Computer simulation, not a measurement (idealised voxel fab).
The process module presented herein is designated voxel wiring stack.
Section cut is 165 nm wide and gridded with 5 nm square cells.
Reading order for cross-sections: top band down to bottom band. Underlying form: a grid of square cells. Band size: one or more rows of cells. The entry gives the band's vertical extent as a top height and a bottom height in nm, then its horizontal make-up as materials from left to right, each with a width in nm. "blank" stands for empty space; a single material marked "all across" fills the band edge to edge. Ref level 0: as-received wafer is one material below here. Bottom band extends down with no lower bound ("0 down"). With a width like "30..40", each row of cells in the band differs from the next by the same amount, the top row carrying the first number and the bottom row the second. "left unchanged" for a step: no cell of the cross-section changed in that step. Reported under the label "Enclosed internal voids" are the empty spaces having no open way to the top and comprising 8 cells or more; the notation for each is width x height at distance, in which the distance is measured from the left edge and all three values are in nm. On each step's line, the part that comes after the settings is the simulator's own comment on the step. The "overlay nm" setting may appear on a step's line; for a step that uses a mask, it gives how far to the right of its planned position the mask lay, and a negative value indicates the left.
### The planned process steps are enumerated hereunder
1,op RECEIVE | material Si
2,op CONFORMAL_DEP | material SiO2 | thk nm 15
3,op CONFORMAL_DEP | material SiCN | thk nm 5
4,op DIRECTIONAL_DEP | material lowk | thk nm 25
5,op DIRECTIONAL_DEP | material aC | thk nm 10
6,op PATTERN | tone open | mask id METAL_1 | material resist | width nm 25 | pitch nm 40 | thk nm 25 | overlay nm 0
7,op DIRECTIONAL_ETCH | etch materials aC | depth nm 10
8,op STRIP | etch materials resist
9,op DIRECTIONAL_ETCH | etch materials lowk | depth nm 25
10,op DIRECTIONAL_ETCH | etch materials SiCN | depth nm 5
11,op STRIP | etch materials aC
12,op CONFORMAL_DEP | material TiN | thk nm 5
13,op FILL_DEP | material Cu | thk nm 10
14,op CMP | height nm 45
15,op CONFORMAL_DEP | material SiCN | thk nm 5
16,op DIRECTIONAL_DEP | material SiO2 | thk nm 20
17,op PATTERN | tone open | mask id PLUG_1 | material resist | width nm 15 | pitch nm 40 | thk nm 15 | overlay nm 0
18,op DIRECTIONAL_ETCH | etch materials SiO2 | depth nm 20
19,op DIRECTIONAL_ETCH | etch materials SiCN | depth nm 5
20,op STRIP | etch materials resist
21,op EPI | material Ru | thk nm 10
22,op EPI | material Ru | thk nm 10
23,op EPI | material Ru | thk nm 5
24,op CONFORMAL_DEP | material SiCN | thk nm 5
25,op DIRECTIONAL_DEP | material SiO2 | thk nm 20
26,op DIRECTIONAL_DEP | material aC | thk nm 10
27,op PATTERN | tone open | mask id METAL_2 | material resist | width nm 25 | pitch nm 40 | thk nm 25 | overlay nm 0
28,op DIRECTIONAL_ETCH | etch materials aC | depth nm 10
29,op STRIP | etch materials resist
30,op DIRECTIONAL_ETCH | etch materials SiO2 | depth nm 20
31,op DIRECTIONAL_ETCH | etch materials SiCN | depth nm 5
32,op STRIP | etch materials aC
33,op CONFORMAL_DEP | material TiN | thk nm 5
34,op FILL_DEP | material W | thk nm 10
35,op CMP | height nm 95
36,op CONFORMAL_DEP | material SiN | thk nm 5
Quick note for whoever runs this: the wafers start identical, but the thk nm at step 33 isn't the same across them. The plan just shows what the first wafer had.
### Cross-section, first of several wafers, as delivered after step 1
> 0 down = Si all across
> Enclosed internal voids: none
### Module end state after final step 36: cross-section of the first of several wafers
> 100 to 95 = SiN all across
> 95 to 75 = 30 nm SiO2 | 5 nm TiN | 15 nm W | 5 nm TiN | 15 nm SiO2 | 5 nm TiN | 15 nm W | 5 nm TiN | 15 nm SiO2 | 5 nm TiN | 15 nm W | 5 nm TiN | 30 nm SiO2
> 75 to 70 = 30 nm SiCN | 25 nm TiN | 15 nm SiCN | 25 nm TiN | 15 nm SiCN | 25 nm TiN | 30 nm SiCN
> 70 to 50 = 30 nm SiO2 | 15 nm Ru | 25 nm SiO2 | 15 nm Ru | 25 nm SiO2 | 15 nm Ru | 40 nm SiO2
> 50 to 45 = 30 nm SiCN | 15 nm Ru | 25 nm SiCN | 15 nm Ru | 25 nm SiCN | 15 nm Ru | 40 nm SiCN
> 45 to 20 = 30 nm lowk | 5 nm TiN | 15 nm Cu | 5 nm TiN | 15 nm lowk | 5 nm TiN | 15 nm Cu | 5 nm TiN | 15 nm lowk | 5 nm TiN | 15 nm Cu | 5 nm TiN | 30 nm lowk
> 20 to 15 = 30 nm SiCN | 25 nm TiN | 15 nm SiCN | 25 nm TiN | 15 nm SiCN | 25 nm TiN | 30 nm SiCN
> 15 to 0 = SiO2 all across
> 0 down = Si all across
> Enclosed internal voids: none
### Showing the last wafer in cross-section at the end of the module
> 100 to 95 = SiN all across
> 95 to 75 = 30 nm SiO2 | 25 nm TiN | 15 nm SiO2 | 25 nm TiN | 15 nm SiO2 | 25 nm TiN | 30 nm SiO2
> 75 to 70 = 30 nm SiCN | 25 nm TiN | 15 nm SiCN | 25 nm TiN | 15 nm SiCN | 25 nm TiN | 30 nm SiCN
> 70 to 50 = 30 nm SiO2 | 15 nm Ru | 25 nm SiO2 | 15 nm Ru | 25 nm SiO2 | 15 nm Ru | 40 nm SiO2
> 50 to 45 = 30 nm SiCN | 15 nm Ru | 25 nm SiCN | 15 nm Ru | 25 nm SiCN | 15 nm Ru | 40 nm SiCN
> 45 to 20 = 30 nm lowk | 5 nm TiN | 15 nm Cu | 5 nm TiN | 15 nm lowk | 5 nm TiN | 15 nm Cu | 5 nm TiN | 15 nm lowk | 5 nm TiN | 15 nm Cu | 5 nm TiN | 30 nm lowk
> 20 to 15 = 30 nm SiCN | 25 nm TiN | 15 nm SiCN | 25 nm TiN | 15 nm SiCN | 25 nm TiN | 30 nm SiCN
> 15 to 0 = SiO2 all across
> 0 down = Si all across
> Enclosed internal voids: none
### Below is a per-wafer table. In it, each row describes the wafer at the end of the module by giving, for each material, the number of cells gained (+) or lost (-) since the wafer was received, and after that the closed voids of the wafer
thk nm 5; +45 Cu; +45 Ru; +60 SiCN; +33 SiN; +267 SiO2; +84 TiN; +36 W; +90 lowk; Enclosed internal voids: none
thk nm 10; +45 Cu; +45 Ru; +60 SiCN; +33 SiN; +267 SiO2; +111 TiN; +9 W; +90 lowk; Enclosed internal voids: none
thk nm 15; +45 Cu; +45 Ru; +60 SiCN; +33 SiN; +267 SiO2; +120 TiN; +90 lowk; Enclosed internal voids: none
thk nm 20; +45 Cu; +45 Ru; +60 SiCN; +33 SiN; +267 SiO2; +120 TiN; +90 lowk; Enclosed internal voids: none
